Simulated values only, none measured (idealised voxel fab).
This section sets out a process module, namely voxel tone inversion.
Xsec cut, 215 nm wide, square cell size 5 nm.
Think of the cross-section as a grid of square cells. We describe it in bands, top to bottom, and each band covers one or more rows of those cells. Top, bottom (nm), then materials left to right with widths (nm); lone material tagged "everywhere" fills the whole band edge to edge; "blank" = empty space. All heights in this document are referenced to 0, defined as the level beneath which the wafer, as received, consists entirely of one material. The lowest band is not bounded below; it extends indefinitely downward and is written in the form "0 nm and below". The two numbers in a width such as "30 to 40" mark its ends across the band: the first belongs to the top row of cells, the second to the bottom row, and from each row to the next the width moves by the same amount. "nothing altered" after a step means that no cell of the cross-section changed. This entry, "Tabulated closed voids", enumerates those empty regions of no fewer than 8 cells that possess no open connection to the top. Each region is reported in the form width x height at distance, the distance being taken from the left edge, with all three quantities expressed in nm. after a step's settings: what the simulator itself notes on the step. overlay nm: mask right of planned place by this much (step with mask). Neg. = left.

Below is the list of planned process steps
- 1: op RECEIVE | material Si
- 2: op CONFORMAL_DEP | material SiN | thk nm 5
- 3: op DIRECTIONAL_DEP | material polySi | thk nm 15
- 4: op PATTERN | tone cover | mask id POSTS | material resist | width nm 20 | pitch nm 40 | thk nm 20 | overlay nm -15
- 5: op DIRECTIONAL_ETCH | etch materials polySi | depth nm 15
- 6: op STRIP | etch materials resist
- 7: op FILL_DEP | material SiO2 | thk nm 5
- 8: op CMP | height nm 20
- 9: op STRIP | etch materials polySi
Heads up: all these wafers start the same, and what changes between them is the overlay nm in step 4. The value you see in the plan is just what the first wafer got.

Received wafers, first of several: cross-section after step 1
  0 nm and below: Si everywhere
  Tabulated closed voids: none

Below: a row per wafer. Contents at end of module: for every material, cells gained since receipt (+) or lost since receipt (-); then closed voids
overlay nm -15 | +43 SiN | +81 SiO2 | Tabulated closed voids: none
overlay nm -10 | +43 SiN | +81 SiO2 | Tabulated closed voids: none
overlay nm -5 | +43 SiN | +81 SiO2 | Tabulated closed voids: none
overlay nm 0 | +43 SiN | +81 SiO2 | Tabulated closed voids: none
overlay nm 5 | +43 SiN | +81 SiO2 | Tabulated closed voids: none
overlay nm 10 | +43 SiN | +81 SiO2 | Tabulated closed voids: none
overlay nm 15 | +43 SiN | +81 SiO2 | Tabulated closed voids: none
